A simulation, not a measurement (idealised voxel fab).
process module | voxel wiring stack
cross-section cut | 260 nm wide | cells 5 nm
A cross-section is a grid of square cells, given in bands from the top down. A band is one or more rows of cells.
Each band's line starts with the height of the band's top and of its bottom, in nm. Then come its materials from left to right, each with its width in nm. One material with "throughout" fills the band from edge to edge. "air" is empty space.
Height 0 is the level under which the wafer as received is all one material. The lowest band goes on downwards, as in "0 down".
A width such as "30 to 40" changes by the same amount from each row of cells to the next, from the band's top row to its bottom row.
"no change" after a step means that no cell of the cross-section changed.
closed voids: empty space of 8 cells or more with no open way to the top, each as width x height at its distance from the left edge, in nm
after a step's settings: what the simulator itself notes on the step
overlay nm, on a step with a mask: how far to the right of its planned place the mask lay; to the left if negative
plan
1 op RECEIVE | material Si
2 op CONFORMAL_DEP | material SiO2 | thk nm 10
3 op CONFORMAL_DEP | material SiCN | thk nm 5
4 op DIRECTIONAL_DEP | material lowk | thk nm 20
5 op PATTERN | tone open | mask id METAL_1 | material resist | width nm 20 | pitch nm 55 | thk nm 15 | overlay nm 0
6 op DIRECTIONAL_ETCH | etch materials lowk | depth nm 20
7 op DIRECTIONAL_ETCH | etch materials SiCN | depth nm 5
8 op STRIP | etch materials resist
9 op CONFORMAL_DEP | material TiN | thk nm 5
10 op FILL_DEP | material W | thk nm 5
11 op CMP | height nm 35
12 op CONFORMAL_DEP | material SiCN | thk nm 5
13 op DIRECTIONAL_DEP | material SiO2 | thk nm 30
14 op PATTERN | tone open | mask id METAL_2 | material resist | width nm 30 | pitch nm 55 | thk nm 15 | overlay nm 0
15 op DIRECTIONAL_ETCH | etch materials SiO2 | depth nm 15
16 op STRIP | etch materials resist
17 op DIRECTIONAL_DEP | material aC | thk nm 15
18 op PATTERN | tone open | mask id METAL_2_HOLES | material resist | width nm 15 | pitch nm 110 | thk nm 30 | overlay nm 0
19 op DIRECTIONAL_ETCH | etch materials aC | depth nm 15
20 op STRIP | etch materials resist
21 op DIRECTIONAL_ETCH | etch materials SiO2 | depth nm 15
22 op DIRECTIONAL_ETCH | etch materials SiCN | depth nm 5
23 op STRIP | etch materials aC
24 op CONFORMAL_DEP | material TiN | thk nm 5
25 op FILL_DEP | material Ru | thk nm 5
26 op CMP | height nm 70
27 op CONFORMAL_DEP | material SiCN | thk nm 5
varied across the wafers: width nm of step 5. The plan shows the first wafer's value. All wafers start alike
first wafer as received, after step 1
  0 down: Si throughout
  closed voids: none
each wafer at the end: cells of each material gained (+) or lost (-) since it was received, then its closed voids
width nm 20 | +32 Ru | +138 SiCN | +344 SiO2 | +82 TiN | +24 W | +160 lowk | closed voids: none
width nm 25 | +32 Ru | +135 SiCN | +344 SiO2 | +85 TiN | +36 W | +148 lowk | closed voids: none
width nm 30 | +32 Ru | +132 SiCN | +344 SiO2 | +88 TiN | +48 W | +136 lowk | closed voids: none
width nm 35 | +32 Ru | +129 SiCN | +344 SiO2 | +91 TiN | +60 W | +124 lowk | closed voids: none
width nm 40 | +32 Ru | +126 SiCN | +344 SiO2 | +94 TiN | +72 W | +112 lowk | closed voids: none
